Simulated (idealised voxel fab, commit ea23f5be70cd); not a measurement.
You're looking at the process module voxel self aligned contacts.
Square cells of 5 nm make up the cross-section cut, whose width is 255 nm.
We lay out every cross-section as a grid of square cells and spell it out in bands from the top down, where one band means one or more rows of cells. Within each band entry, the heights of the top and of the bottom of the band appear first, in that order and in nm; the materials of the band then follow from left to right, each with its corresponding width in nm. The designation "everywhere" on a single material indicates that it fills the band from edge to edge; the designation "empty" indicates empty space. The reference from which all heights are counted is 0, the level beneath which the as-received wafer is entirely one material; the lowest band, having no lower bound, proceeds downward and is written after the example "0 and below". A two-number width, for instance "30->40", indicates that the width is equal to the first number in the top row of the band and to the second number in the bottom row, and that it changes by a constant amount per row of cells. "no alteration", as given for a step, is the statement that not any cell of the cross-section underwent a change during that step. Entry "Closed empty spaces". Content: empty spaces with no open connection to the top, size 8 cells or greater. Each: width x height at distance. Distance: from left edge. Unit: nm. Post-settings text on a step line: simulator's own remark regarding the step. Among the settings permitted on a step's line is "overlay nm"; applied to a step with a mask, it specifies the extent to which the mask lay to the right of its planned position, whereas a negative figure signifies a position to the left.

PROCESS STEPS - PLAN
1,RECEIVE | material Si
2,CONFORMAL_DEP | material SiO2 | thk nm 5
3,DIRECTIONAL_DEP | material polySi | thk nm 30
4,DIRECTIONAL_DEP | material SiN | thk nm 25
5,DIRECTIONAL_DEP | material aC | thk nm 15
6,PATTERN | tone cover | mask id GATE | material resist | width nm 35 | pitch nm 75 | thk nm 35 | overlay nm 0
7,DIRECTIONAL_ETCH | etch materials aC | depth nm 15
8,STRIP | etch materials resist
9,DIRECTIONAL_ETCH | etch materials SiN | depth nm 25
10,DIRECTIONAL_ETCH | etch materials polySi | depth nm 30
11,STRIP | etch materials aC
12,CONFORMAL_DEP | material SiN | thk nm 10
13,DIRECTIONAL_ETCH | etch materials SiN | depth nm 10
14,FILL_DEP | material SiO2 | thk nm 15
15,CMP | height nm 70
16,MASKED_ETCH | tone open | mask id CONTACT | width nm 60 | etch materials SiO2 | depth nm 70 | overlay nm 0
17,CONFORMAL_DEP | material TiN | thk nm 5
18,FILL_DEP | material W | thk nm 10
19,CMP | height nm 70
20,CONFORMAL_DEP | material SiN | thk nm 5

ON THE FIRST OF THE TWO WAFERS: RUN CONDUCTED ACCORDING TO PLAN

WAFER AS RECEIVED: CROSS-SECTION FOLLOWING STEP 1
- 0 and below  Si everywhere
- Closed empty spaces: none

THE WAFER, SEEN IN CROSS-SECTION, AFTER STEP 2
- 5 down to 0  SiO2 everywhere
- below 0: unchanged

THE WAFER, SEEN IN CROSS-SECTION, AFTER STEP 3
- 35 down to 5  polySi everywhere
- below 5: unchanged

THE WAFER, SEEN IN CROSS-SECTION, AFTER STEP 4
- 60 down to 35  SiN everywhere
- below 35: unchanged

THE WAFER, SEEN IN CROSS-SECTION, AFTER STEP 5
- 75 down to 60  aC everywhere
- below 60: unchanged

THE WAFER, SEEN IN CROSS-SECTION, AFTER STEP 6
- 110 down to 75  empty (70) / resist (35) / empty (40) / resist (35) / empty (75)
- below 75: unchanged

THE WAFER, SEEN IN CROSS-SECTION, AFTER STEP 7
- 95 down to 75  empty (70) / resist (35) / empty (40) / resist (35) / empty (75)
- 75 down to 60  empty (70) / aC (35) / empty (40) / aC (35) / empty (75)
- below 60: unchanged

THE WAFER, SEEN IN CROSS-SECTION, AFTER STEP 8
- 75 down to 60  empty (70) / aC (35) / empty (40) / aC (35) / empty (75)
- below 60: unchanged

THE WAFER, SEEN IN CROSS-SECTION, AFTER STEP 9
- 75 down to 60  empty (70) / aC (35) / empty (40) / aC (35) / empty (75)
- 60 down to 35  empty (70) / SiN (35) / empty (40) / SiN (35) / empty (75)
- below 35: unchanged

THE WAFER, SEEN IN CROSS-SECTION, AFTER STEP 10
- 75 down to 60  empty (70) / aC (35) / empty (40) / aC (35) / empty (75)
- 60 down to 35  empty (70) / SiN (35) / empty (40) / SiN (35) / empty (75)
- 35 down to 5  empty (70) / polySi (35) / empty (40) / polySi (35) / empty (75)
- below 5: unchanged

THE WAFER, SEEN IN CROSS-SECTION, AFTER STEP 11
- 60 down to 35  empty (70) / SiN (35) / empty (40) / SiN (35) / empty (75)
- below 35: unchanged

THE WAFER, SEEN IN CROSS-SECTION, AFTER STEP 12
- 70 down to 35  empty (60) / SiN (55) / empty (20) / SiN (55) / empty (65)
- 35 down to 15  empty (60) / SiN (10) / polySi (35) / SiN (10) / empty (20) / SiN (10) / polySi (35) / SiN (10) / empty (65)
- 15 down to 5  SiN (70) / polySi (35) / SiN (40) / polySi (35) / SiN (75)
- below 5: unchanged

THE WAFER, SEEN IN CROSS-SECTION, AFTER STEP 13
- 60 down to 35  empty (60) / SiN (55) / empty (20) / SiN (55) / empty (65)
- 35 down to 5  empty (60) / SiN (10) / polySi (35) / SiN (10) / empty (20) / SiN (10) / polySi (35) / SiN (10) / empty (65)
- below 5: unchanged

THE WAFER, SEEN IN CROSS-SECTION, AFTER STEP 14
- 75 down to 60  SiO2 everywhere
- 60 down to 35  SiO2 (60) / SiN (55) / SiO2 (20) / SiN (55) / SiO2 (65)
- 35 down to 5  SiO2 (60) / SiN (10) / polySi (35) / SiN (10) / SiO2 (20) / SiN (10) / polySi (35) / SiN (10) / SiO2 (65)
- below 5: unchanged

THE WAFER, SEEN IN CROSS-SECTION, AFTER STEP 15
- 70 down to 60  SiO2 everywhere
- below 60: unchanged

THE WAFER, SEEN IN CROSS-SECTION, AFTER STEP 16
- 70 down to 60  SiO2 (95) / empty (60) / SiO2 (100)
- 60 down to 35  SiO2 (60) / SiN (55) / empty (20) / SiN (55) / SiO2 (65)
- 35 down to 5  SiO2 (60) / SiN (10) / polySi (35) / SiN (10) / empty (20) / SiN (10) / polySi (35) / SiN (10) / SiO2 (65)
- 5 down to 0  SiO2 (115) / empty (20) / SiO2 (120)
- below 0: unchanged

THE WAFER, SEEN IN CROSS-SECTION, AFTER STEP 17
- 75 down to 70  TiN (100) / empty (50) / TiN (105)
- 70 down to 60  SiO2 (95) / TiN (5->25) / empty (50->10) / TiN (5->25) / SiO2 (100)
- 60 down to 35  SiO2 (60) / SiN (55) / TiN (5) / empty (10) / TiN (5) / SiN (55) / SiO2 (65)
- 35 down to 5  SiO2 (60) / SiN (10) / polySi (35) / SiN (10) / TiN (5) / empty (10) / TiN (5) / SiN (10) / polySi (35) / SiN (10) / SiO2 (65)
- 5 down to 0  SiO2 (115) / TiN (20) / SiO2 (120)
- below 0: unchanged

THE WAFER, SEEN IN CROSS-SECTION, AFTER STEP 18
- 85 down to 75  W everywhere
- 75 down to 70  TiN (100) / W (50) / TiN (105)
- 70 down to 60  SiO2 (95) / TiN (5->25) / W (50->10) / TiN (5->25) / SiO2 (100)
- 60 down to 35  SiO2 (60) / SiN (55) / TiN (5) / W (10) / TiN (5) / SiN (55) / SiO2 (65)
- 35 down to 5  SiO2 (60) / SiN (10) / polySi (35) / SiN (10) / TiN (5) / W (10) / TiN (5) / SiN (10) / polySi (35) / SiN (10) / SiO2 (65)
- below 5: unchanged

THE WAFER, SEEN IN CROSS-SECTION, AFTER STEP 19
- 70 down to 60  SiO2 (95) / TiN (5->25) / W (50->10) / TiN (5->25) / SiO2 (100)
- below 60: unchanged

THE WAFER, SEEN IN CROSS-SECTION, AFTER STEP 20
- 75 down to 70  SiN everywhere
- below 70: unchanged

REGARDING THE SECOND OF THE TWO WAFERS: IT SHARED THE FIRST WAFER'S STARTING CONDITION AND PROCESS PLAN, YET ONE ERROR OCCURRED DURING ITS EXECUTION. ITS HISTORY COINCIDES WITH THAT OF THE FIRST WAFER UP TO AND INCLUDING STEP 15

CROSS-SECTION OF THE SECOND WAFER CORRESPONDING TO THE PLANNED CONCLUSION OF STEP 16
- 70 down to 60  empty (95) / SiO2 (60) / empty (100)
- 60 down to 35  empty (60) / SiN (55) / SiO2 (20) / SiN (55) / empty (65)
- 35 down to 5  empty (60) / SiN (10) / polySi (35) / SiN (10) / SiO2 (20) / SiN (10) / polySi (35) / SiN (10) / empty (65)
- 5 down to 0  empty (60) / SiO2 (130) / empty (65)
- below 0: unchanged

CROSS-SECTION OF THE SECOND WAFER CORRESPONDING TO THE PLANNED CONCLUSION OF STEP 17
- 75 down to 70  empty (90) / TiN (70) / empty (95)
- 70 down to 60  empty (90->55) / TiN (5->40) / SiO2 (60) / TiN (5->40) / empty (95->60)
- 60 down to 35  empty (55) / TiN (5) / SiN (55) / SiO2 (20) / SiN (55) / TiN (5) / empty (60)
- 35 down to 5  empty (55) / TiN (5) / SiN (10) / polySi (35) / SiN (10) / SiO2 (20) / SiN (10) / polySi (35) / SiN (10) / TiN (5) / empty (60)
- 5 down to 0  TiN (60) / SiO2 (130) / TiN (65)
- below 0: unchanged

CROSS-SECTION OF THE SECOND WAFER CORRESPONDING TO THE PLANNED CONCLUSION OF STEP 18
- 85 down to 75  W everywhere
- 75 down to 70  W (90) / TiN (70) / W (95)
- 70 down to 60  W (90->55) / TiN (5->40) / SiO2 (60) / TiN (5->40) / W (95->60)
- 60 down to 35  W (55) / TiN (5) / SiN (55) / SiO2 (20) / SiN (55) / TiN (5) / W (60)
- 35 down to 5  W (55) / TiN (5) / SiN (10) / polySi (35) / SiN (10) / SiO2 (20) / SiN (10) / polySi (35) / SiN (10) / TiN (5) / W (60)
- below 5: unchanged

CROSS-SECTION OF THE SECOND WAFER CORRESPONDING TO THE PLANNED CONCLUSION OF STEP 19
- 70 down to 60  W (90->55) / TiN (5->40) / SiO2 (60) / TiN (5->40) / W (95->60)
- below 60: unchanged

CROSS-SECTION OF THE SECOND WAFER CORRESPONDING TO THE PLANNED CONCLUSION OF STEP 20
- 75 down to 70  SiN everywhere
- below 70: unchanged
Short version of what went wrong: note that step 16 departed from the planned setting and was carried out as MASKED_ETCH | tone cover | mask id CONTACT | width nm 60 | etch materials SiO2 | depth nm 70 | overlay nm 0
The second wafer ends with more or fewer cells of some materials than the first, per final count: SiO2: 306 fewer | TiN: 27 more | W: 279 more
